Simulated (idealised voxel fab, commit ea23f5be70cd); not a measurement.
You're looking at the process module voxel released beams.
Cross-section cut: width 290 nm, square cells of 5 nm.
Bands, listed from the top down, are how a cross-section gets written in this document; the cross-section itself is a grid of square cells, and a band is one or more rows of them. Look at the band entry: it leads with the top's height and the bottom's height in nm. Then it lists the materials left to right, with a width in nm for each. The word "full width" on a single material says that material fills the band edge to edge. The word "air" is empty space. Below 0: as-received wafer, all one material; heights counted from there. Lowest band: no bottom, goes on down, written "z 0 and below". Width spec "30 to 40" -> top row of cells at first value, bottom row at second value, equal per-row change in between. The designation "nothing was modified", where it is given for a processing step, indicates that no cell of the cross-section was altered in the course of that step. "Listed closed voids" enumerates empty spaces isolated from the top, with no open way to it, that contain at least 8 cells, giving each as width x height at distance from the left edge, all three in nm. On a step's line, text after the settings is the simulator commenting on that step. overlay nm: mask right of planned place by this much (step with mask). Neg. = left. Reading guide: pairs of cross-sections, before and after one process step; after view cut off at lowest changed band; step and settings listed under each pair. Pairs may stem from different runs of this module on the same starting wafer; continuity with the pair above only where the "Ahead of processing" entry states it.

Ahead of processing
    z 0 and below  Si full width
    Listed closed voids: none

Post-Step Appearance
    z 10 to 0  Al2O3 full width
    For the remainder of the cross-section, below 0, there is no change.
    Listed closed voids: none
Which step turns the before cross-section above into the after cross-section? CONFORMAL_DEP, material Al2O3, thk nm 10

Ahead of processing: For the state before this step, see the after cross-section of the pair located directly above.

Post-Step Appearance
    z 20 to 10  SiO2 full width
    For the remainder of the cross-section, below 10, there is no change.
    Listed closed voids: none
Which step turns the before cross-section above into the after cross-section? DIRECTIONAL_DEP, material SiO2, thk nm 10

Ahead of processing: For the state before this step, see the after cross-section of the pair located directly above.

Post-Step Appearance
    z 40 to 20  resist: 105; air: 25; resist: 160
    For the remainder of the cross-section, below 20, there is no change.
    Listed closed voids: none
Which step turns the before cross-section above into the after cross-section? PATTERN, tone open, mask id ANCHOR, material resist, width nm 25, thk nm 20, overlay nm 0

Ahead of processing: For the state before this step, see the after cross-section of the pair located directly above.

Post-Step Appearance
    z 40 to 20  resist: 105; air: 25; resist: 160
    z 20 to 10  SiO2: 105; air: 25; SiO2: 160
    For the remainder of the cross-section, below 10, there is no change.
    Listed closed voids: none
Which step turns the before cross-section above into the after cross-section? DIRECTIONAL_ETCH, etch materials SiO2, depth nm 10

Ahead of processing: For the state before this step, see the after cross-section of the pair located directly above.

Post-Step Appearance
    z 20 to 10  SiO2: 105; air: 25; SiO2: 160
    For the remainder of the cross-section, below 10, there is no change.
    Listed closed voids: none
Which step turns the before cross-section above into the after cross-section? STRIP, etch materials resist

Ahead of processing: For the state before this step, see the after cross-section of the pair located directly above.

Post-Step Appearance
    z 30 to 20  SiN: 115; air: 5; SiN: 170
    z 20 to 10  SiO2: 105; SiN: 25; SiO2: 160
    For the remainder of the cross-section, below 10, there is no change.
    Listed closed voids: none
Which step turns the before cross-section above into the after cross-section? CONFORMAL_DEP, material SiN, thk nm 10

Ahead of processing: For the state before this step, see the after cross-section of the pair located directly above.

Post-Step Appearance
    z 30 to 20  air: 100; SiN: 15; air: 5; SiN: 60; air: 110
    For the remainder of the cross-section, below 20, there is no change.
    Listed closed voids: none
Which step turns the before cross-section above into the after cross-section? MASKED_ETCH, tone cover, mask id BEAM, width nm 80, etch materials SiN, depth nm 10, overlay nm 0

Ahead of processing: For the state before this step, see the after cross-section of the pair located directly above.

Post-Step Appearance
    z 30 to 20  air: 100; SiN: 15; air: 5; SiN: 60; air: 110
    z 20 to 10  air: 105; SiN: 25; air: 160
    For the remainder of the cross-section, below 10, there is no change.
    Listed closed voids: none
Which step turns the before cross-section above into the after cross-section? STRIP, etch materials SiO2

Ahead of processing
    z 0 and below  Si full width
    Listed closed voids: none

Post-Step Appearance
    z 10 to 0  SiO2 full width
    For the remainder of the cross-section, below 0, there is no change.
    Listed closed voids: none
Which step turns the before cross-section above into the after cross-section? DIRECTIONAL_DEP, material SiO2, thk nm 10

Ahead of processing: For the state before this step, see the after cross-section of the pair located directly above.

Post-Step Appearance
    z 30 to 10  resist: 105; air: 25; resist: 160
    For the remainder of the cross-section, below 10, there is no change.
    Listed closed voids: none
Which step turns the before cross-section above into the after cross-section? PATTERN, tone open, mask id ANCHOR, material resist, width nm 25, thk nm 20, overlay nm 0

Ahead of processing: For the state before this step, see the after cross-section of the pair located directly above.

Post-Step Appearance
    z 30 to 10  resist: 105; air: 25; resist: 160
    z 10 to 0  SiO2: 105; air: 25; SiO2: 160
    For the remainder of the cross-section, below 0, there is no change.
    Listed closed voids: none
Which step turns the before cross-section above into the after cross-section? DIRECTIONAL_ETCH, etch materials SiO2, depth nm 10

Ahead of processing: For the state before this step, see the after cross-section of the pair located directly above.

Post-Step Appearance
    z 10 to 0  SiO2: 105; air: 25; SiO2: 160
    For the remainder of the cross-section, below 0, there is no change.
    Listed closed voids: none
Which step turns the before cross-section above into the after cross-section? STRIP, etch materials resist

Ahead of processing: For the state before this step, see the after cross-section of the pair located directly above.

Post-Step Appearance
    z 20 to 10  SiN: 115; air: 5; SiN: 170
    z 10 to 0  SiO2: 105; SiN: 25; SiO2: 160
    For the remainder of the cross-section, below 0, there is no change.
    Listed closed voids: none
Which step turns the before cross-section above into the after cross-section? CONFORMAL_DEP, material SiN, thk nm 10

Ahead of processing: For the state before this step, see the after cross-section of the pair located directly above.

Post-Step Appearance
    z 20 to 10  air: 100; SiN: 15; air: 5; SiN: 60; air: 110
    For the remainder of the cross-section, below 10, there is no change.
    Listed closed voids: none
Which step turns the before cross-section above into the after cross-section? MASKED_ETCH, tone cover, mask id BEAM, width nm 80, etch materials SiN, depth nm 10, overlay nm 0

Ahead of processing: For the state before this step, see the after cross-section of the pair located directly above.

Post-Step Appearance
    z 20 to 10  air: 100; SiN: 15; air: 5; SiN: 60; air: 110
    z 10 to 0  air: 105; SiN: 25; air: 160
    For the remainder of the cross-section, below 0, there is no change.
    Listed closed voids: none
Which step turns the before cross-section above into the after cross-section? STRIP, etch materials SiO2

Ahead of processing
    z 10 to 0  SiO2 full width
    z 0 and below  Si full width
    Listed closed voids: none

Post-Step Appearance
    z 20 to 10  Al2O3 full width
    For the remainder of the cross-section, below 10, there is no change.
    Listed closed voids: none
Which step turns the before cross-section above into the after cross-section? CONFORMAL_DEP, material Al2O3, thk nm 10

Ahead of processing: For the state before this step, see the after cross-section of the pair located directly above.

Post-Step Appearance
    z 40 to 20  resist: 105; air: 25; resist: 160
    For the remainder of the cross-section, below 20, there is no change.
    Listed closed voids: none
Which step turns the before cross-section above into the after cross-section? PATTERN, tone open, mask id ANCHOR, material resist, width nm 25, thk nm 20, overlay nm 0

Ahead of processing: For the state before this step, see the after cross-section of the pair located directly above.

Post-Step Appearance
    z 20 to 10  Al2O3 full width
    For the remainder of the cross-section, below 10, there is no change.
    Listed closed voids: none
Which step turns the before cross-section above into the after cross-section? STRIP, etch materials resist

Ahead of processing: For the state before this step, see the after cross-section of the pair located directly above.

Post-Step Appearance
    z 30 to 20  SiN full width
    For the remainder of the cross-section, below 20, there is no change.
    Listed closed voids: none
Which step turns the before cross-section above into the after cross-section? CONFORMAL_DEP, material SiN, thk nm 10

Ahead of processing: For the state before this step, see the after cross-section of the pair located directly above.

Post-Step Appearance
    z 30 to 20  air: 100; SiN: 80; air: 110
    For the remainder of the cross-section, below 20, there is no change.
    Listed closed voids: none
Which step turns the before cross-section above into the after cross-section? MASKED_ETCH, tone cover, mask id BEAM, width nm 80, etch materials SiN, depth nm 10, overlay nm 0

Ahead of processing
    z 10 to 0  Al2O3 full width
    z 0 and below  Si full width
    Listed closed voids: none

Post-Step Appearance
    z 15 to 10  SiO2 full width
    For the remainder of the cross-section, below 10, there is no change.
    Listed closed voids: none
Which step turns the before cross-section above into the after cross-section? DIRECTIONAL_DEP, material SiO2, thk nm 5

Ahead of processing: For the state before this step, see the after cross-section of the pair located directly above.

Post-Step Appearance
    z 35 to 15  resist: 105; air: 25; resist: 160
    For the remainder of the cross-section, below 15, there is no change.
    Listed closed voids: none
Which step turns the before cross-section above into the after cross-section? PATTERN, tone open, mask id ANCHOR, material resist, width nm 25, thk nm 20, overlay nm 0

Ahead of processing: For the state before this step, see the after cross-section of the pair located directly above.

Post-Step Appearance
    z 35 to 15  resist: 105; air: 25; resist: 160
    z 15 to 10  SiO2: 105; air: 25; SiO2: 160
    For the remainder of the cross-section, below 10, there is no change.
    Listed closed voids: none
Which step turns the before cross-section above into the after cross-section? DIRECTIONAL_ETCH, etch materials SiO2, depth nm 10

Ahead of processing: For the state before this step, see the after cross-section of the pair located directly above.

Post-Step Appearance
    z 15 to 10  SiO2: 105; air: 25; SiO2: 160
    For the remainder of the cross-section, below 10, there is no change.
    Listed closed voids: none
Which step turns the before cross-section above into the after cross-section? STRIP, etch materials resist

Ahead of processing: For the state before this step, see the after cross-section of the pair located directly above.

Post-Step Appearance
    z 25 to 20  SiN: 115; air: 5; SiN: 170
    z 20 to 15  SiN full width
    z 15 to 10  SiO2: 105; SiN: 25; SiO2: 160
    For the remainder of the cross-section, below 10, there is no change.
    Listed closed voids: none
Which step turns the before cross-section above into the after cross-section? CONFORMAL_DEP, material SiN, thk nm 10

Ahead of processing: For the state before this step, see the after cross-section of the pair located directly above.

Post-Step Appearance
    z 25 to 20  air: 100; SiN: 15; air: 5; SiN: 60; air: 110
    z 20 to 15  air: 100; SiN: 80; air: 110
    For the remainder of the cross-section, below 15, there is no change.
    Listed closed voids: none
Which step turns the before cross-section above into the after cross-section? MASKED_ETCH, tone cover, mask id BEAM, width nm 80, etch materials SiN, depth nm 10, overlay nm 0

Ahead of processing: For the state before this step, see the after cross-section of the pair located directly above.

Post-Step Appearance
    z 25 to 20  air: 100; SiN: 15; air: 5; SiN: 60; air: 110
    z 20 to 10  air: 100 to 105; SiN: 80 to 25; air: 110 to 160
    For the remainder of the cross-section, below 10, there is no change.
    Listed closed voids: none
Which step turns the before cross-section above into the after cross-section? STRIP, etch materials SiO2

Ahead of processing
    z 30 to 20  SiN: 115; air: 5; SiN: 170
    z 20 to 10  SiO2: 105; SiN: 25; SiO2: 160
    z 10 to 0  Al2O3 full width
    z 0 and below  Si full width
    Listed closed voids: none

Post-Step Appearance
    z 30 to 20  air: 105; SiN: 10; air: 5; SiN: 60; air: 110
    For the remainder of the cross-section, below 20, there is no change.
    Listed closed voids: none
Which step turns the before cross-section above into the after cross-section? MASKED_ETCH, tone cover, mask id BEAM, width nm 75, etch materials SiN, depth nm 10, overlay nm 0

Ahead of processing: For the state before this step, see the after cross-section of the pair located directly above.

Post-Step Appearance
    z 30 to 20  air: 105; SiN: 10; air: 5; SiN: 60; air: 110
    z 20 to 10  air: 105; SiN: 25; air: 160
    For the remainder of the cross-section, below 10, there is no change.
    Listed closed voids: none
Which step turns the before cross-section above into the after cross-section? STRIP, etch materials SiO2

Ahead of processing
    z 30 to 20  SiN: 115; air: 5; SiN: 170
    z 20 to 10  SiO2: 105; SiN: 25; SiO2: 160
    z 10 to 0  Al2O3 full width
    z 0 and below  Si full width
    Listed closed voids: none

Post-Step Appearance
    z 30 to 20  air: 105; SiN: 10; air: 5; SiN: 65; air: 105
    For the remainder of the cross-section, below 20, there is no change.
    Listed closed voids: none
Which step turns the before cross-section above into the after cross-section? MASKED_ETCH, tone cover, mask id BEAM, width nm 80, etch materials SiN, depth nm 10, overlay nm 5

Ahead of processing: For the state before this step, see the after cross-section of the pair located directly above.

Post-Step Appearance
    z 30 to 20  air: 105; SiN: 10; air: 5; SiN: 65; air: 105
    z 20 to 10  air: 105; SiN: 25; air: 160
    For the remainder of the cross-section, below 10, there is no change.
    Listed closed voids: none
Which step turns the before cross-section above into the after cross-section? STRIP, etch materials SiO2

Ahead of processing
    z 20 to 10  SiO2: 105; air: 25; SiO2: 160
    z 10 to 0  Al2O3 full width
    z 0 and below  Si full width
    Listed closed voids: none

Post-Step Appearance
    z 30 to 20  Al2O3: 115; air: 5; Al2O3: 170
    z 20 to 10  SiO2: 105; Al2O3: 25; SiO2: 160
    For the remainder of the cross-section, below 10, there is no change.
    Listed closed voids: none
Which step turns the before cross-section above into the after cross-section? CONFORMAL_DEP, material Al2O3, thk nm 10

Ahead of processing
    z 20 to 10  SiO2 full width
    z 10 to 0  Al2O3 full width
    z 0 and below  Si full width
    Listed closed voids: none

Post-Step Appearance
    z 40 to 20  air: 105; resist: 25; air: 160
    For the remainder of the cross-section, below 20, there is no change.
    Listed closed voids: none
Which step turns the before cross-section above into the after cross-section? PATTERN, tone cover, mask id ANCHOR, material resist, width nm 25, thk nm 20, overlay nm 0

Ahead of processing: For the state before this step, see the after cross-section of the pair located directly above.

Post-Step Appearance
    z 40 to 20  air: 105; resist: 25; air: 160
    z 20 to 10  air: 105; SiO2: 25; air: 160
    For the remainder of the cross-section, below 10, there is no change.
    Listed closed voids: none
Which step turns the before cross-section above into the after cross-section? DIRECTIONAL_ETCH, etch materials SiO2, depth nm 10

Ahead of processing: For the state before this step, see the after cross-section of the pair located directly above.

Post-Step Appearance
    z 20 to 10  air: 105; SiO2: 25; air: 160
    For the remainder of the cross-section, below 10, there is no change.
    Listed closed voids: none
Which step turns the before cross-section above into the after cross-section? STRIP, etch materials resist

Ahead of processing: For the state before this step, see the after cross-section of the pair located directly above.

Post-Step Appearance
    z 30 to 20  air: 95; SiN: 45; air: 150
    z 20 to 10  SiN: 105; SiO2: 25; SiN: 160
    For the remainder of the cross-section, below 10, there is no change.
    Listed closed voids: none
Which step turns the before cross-section above into the after cross-section? CONFORMAL_DEP, material SiN, thk nm 10

Ahead of processing: For the state before this step, see the after cross-section of the pair located directly above.

Post-Step Appearance
    z 30 to 20  air: 100; SiN: 40; air: 150
    z 20 to 10  air: 95; SiN: 10; SiO2: 25; SiN: 50; air: 110
    For the remainder of the cross-section, below 10, there is no change.
    Listed closed voids: none
Which step turns the before cross-section above into the after cross-section? MASKED_ETCH, tone cover, mask id BEAM, width nm 80, etch materials SiN, depth nm 10, overlay nm 0
